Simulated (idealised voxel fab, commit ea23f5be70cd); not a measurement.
Process module under the name voxel spacer lines
The width of the displayed cross-section, cut, is 250 nm; its cells are square, with a size of 5 nm.
Think of the cross-section as a grid of square cells. We describe it in bands, top to bottom, and each band covers one or more rows of those cells.
Basically the band line says how high the top is and how high the bottom is, in nm, and then what's in it from left to right, every material with its width in nm. Empty space shows up as "empty", and if a single material carries "edge to edge" it runs the full band edge to edge.
A quick word on heights: they are counted from 0, and under that level the wafer as it came to us is one material throughout. The lowest band is different from the rest in having no bottom; it simply continues downward, written as in "from 0 down".
With a width like "30..40", each row of cells in the band differs from the next by the same amount, the top row carrying the first number and the bottom row the second.
You'll sometimes find "nothing changed" written for a step, and that's the way of saying that nowhere in the cross-section did a cell change during that step.
"Sealed void list" lists enclosed empty spaces (at least 8 cells, no open path upward to the top), each as width x height at distance from the left edge, in nm.
That trailing text on a step's line, after the settings, is the simulator's own remark on the step.
overlay nm: where the mask lay relative to plan, measured to the right, on steps with a mask; negatives go left.
# Steps in the process plan
- 1: op RECEIVE | material Si
- 2: op CONFORMAL_DEP | material SiO2 | thk nm 10
- 3: op DIRECTIONAL_DEP | material TiN | thk nm 15
- 4: op DIRECTIONAL_DEP | material aC | thk nm 30
- 5: op PATTERN | tone cover | mask id MANDREL | material resist | width nm 25 | pitch nm 80 | thk nm 35 | overlay nm 0
- 6: op DIRECTIONAL_ETCH | etch materials aC | depth nm 30
- 7: op STRIP | etch materials resist
- 8: op CONFORMAL_DEP | material SiN | thk nm 15
- 9: op DIRECTIONAL_ETCH | etch materials SiN | depth nm 15
- 10: op STRIP | etch materials aC
- 11: op DIRECTIONAL_ETCH | etch materials TiN | depth nm 15
- 12: op STRIP | etch materials SiN
# First of two wafers - as planned
# Shown in cross-section is the wafer as received, that is, as it stands after step 1
    from 0 down = Si edge to edge
    Sealed void list: none
# The wafer in cross-section once step 2 is complete
    from 10 to 0 = SiO2 edge to edge
    Under the height 0 nothing was changed.
# The wafer in cross-section once step 3 is complete
    from 25 to 10 = TiN edge to edge
    Under the height 10 nothing was changed.
# The wafer in cross-section once step 4 is complete
    from 55 to 25 = aC edge to edge
    Under the height 25 nothing was changed.
# The wafer in cross-section once step 5 is complete
    from 90 to 55 = 70 of empty  25 of resist  55 of empty  25 of resist  75 of empty
    Under the height 55 nothing was changed.
# The wafer in cross-section once step 6 is complete
    from 60 to 55 = 70 of empty  25 of resist  55 of empty  25 of resist  75 of empty
    from 55 to 25 = 70 of empty  25 of aC  55 of empty  25 of aC  75 of empty
    Under the height 25 nothing was changed.
# The wafer in cross-section once step 7 is complete
    from 55 to 25 = 70 of empty  25 of aC  55 of empty  25 of aC  75 of empty
    Under the height 25 nothing was changed.
# The wafer in cross-section once step 8 is complete
    from 70 to 55 = 55 of empty  55 of SiN  25 of empty  55 of SiN  60 of empty
    from 55 to 40 = 55 of empty  15 of SiN  25 of aC  15 of SiN  25 of empty  15 of SiN  25 of aC  15 of SiN  60 of empty
    from 40 to 25 = 70 of SiN  25 of aC  55 of SiN  25 of aC  75 of SiN
    Under the height 25 nothing was changed.
# The wafer in cross-section once step 9 is complete
    from 55 to 25 = 55 of empty  15 of SiN  25 of aC  15 of SiN  25 of empty  15 of SiN  25 of aC  15 of SiN  60 of empty
    Under the height 25 nothing was changed.
# The wafer in cross-section once step 10 is complete
    from 55 to 25 = 55 of empty  15 of SiN  25 of empty  15 of SiN  25 of empty  15 of SiN  25 of empty  15 of SiN  60 of empty
    Under the height 25 nothing was changed.
# The wafer in cross-section once step 11 is complete
    from 55 to 25 = 55 of empty  15 of SiN  25 of empty  15 of SiN  25 of empty  15 of SiN  25 of empty  15 of SiN  60 of empty
    from 25 to 10 = 55 of empty  15 of TiN  25 of empty  15 of TiN  25 of empty  15 of TiN  25 of empty  15 of TiN  60 of empty
    Under the height 10 nothing was changed.
# The wafer in cross-section once step 12 is complete
    from 25 to 10 = 55 of empty  15 of TiN  25 of empty  15 of TiN  25 of empty  15 of TiN  25 of empty  15 of TiN  60 of empty
    Under the height 10 nothing was changed.
# Second Wafer (Identical Start and Plan, One Processing Error; Matches First Wafer Through Step 4)
# Second wafer cross-section, taken as of the time the plan sets for step 5 to be done
    from 90 to 55 = 75 of empty  20 of resist  60 of empty  20 of resist  75 of empty
    Under the height 55 nothing was changed.
# Second wafer cross-section, taken as of the time the plan sets for step 6 to be done
    from 60 to 55 = 75 of empty  20 of resist  60 of empty  20 of resist  75 of empty
    from 55 to 25 = 75 of empty  20 of aC  60 of empty  20 of aC  75 of empty
    Under the height 25 nothing was changed.
# Second wafer cross-section, taken as of the time the plan sets for step 7 to be done
    from 55 to 25 = 75 of empty  20 of aC  60 of empty  20 of aC  75 of empty
    Under the height 25 nothing was changed.
# Second wafer cross-section, taken as of the time the plan sets for step 8 to be done
    from 70 to 55 = 60 of empty  50 of SiN  30 of empty  50 of SiN  60 of empty
    from 55 to 40 = 60 of empty  15 of SiN  20 of aC  15 of SiN  30 of empty  15 of SiN  20 of aC  15 of SiN  60 of empty
    from 40 to 25 = 75 of SiN  20 of aC  60 of SiN  20 of aC  75 of SiN
    Under the height 25 nothing was changed.
# Second wafer cross-section, taken as of the time the plan sets for step 9 to be done
    from 55 to 25 = 60 of empty  15 of SiN  20 of aC  15 of SiN  30 of empty  15 of SiN  20 of aC  15 of SiN  60 of empty
    Under the height 25 nothing was changed.
# Second wafer cross-section, taken as of the time the plan sets for step 10 to be done
    from 55 to 25 = 60 of empty  15 of SiN  20 of empty  15 of SiN  30 of empty  15 of SiN  20 of empty  15 of SiN  60 of empty
    Under the height 25 nothing was changed.
# Second wafer cross-section, taken as of the time the plan sets for step 11 to be done
    from 55 to 25 = 60 of empty  15 of SiN  20 of empty  15 of SiN  30 of empty  15 of SiN  20 of empty  15 of SiN  60 of empty
    from 25 to 10 = 60 of empty  15 of TiN  20 of empty  15 of TiN  30 of empty  15 of TiN  20 of empty  15 of TiN  60 of empty
    Under the height 10 nothing was changed.
# Second wafer cross-section, taken as of the time the plan sets for step 12 to be done
    from 25 to 10 = 60 of empty  15 of TiN  20 of empty  15 of TiN  30 of empty  15 of TiN  20 of empty  15 of TiN  60 of empty
    Under the height 10 nothing was changed.
Plan not followed: contrary to plan, step 5 was performed as op PATTERN | tone cover | mask id MANDREL | material resist | width nm 20 | pitch nm 80 | thk nm 35 | overlay nm 0
Matching per-material cell counts, mismatched positions: that is how the second wafer compares with the first at the end.
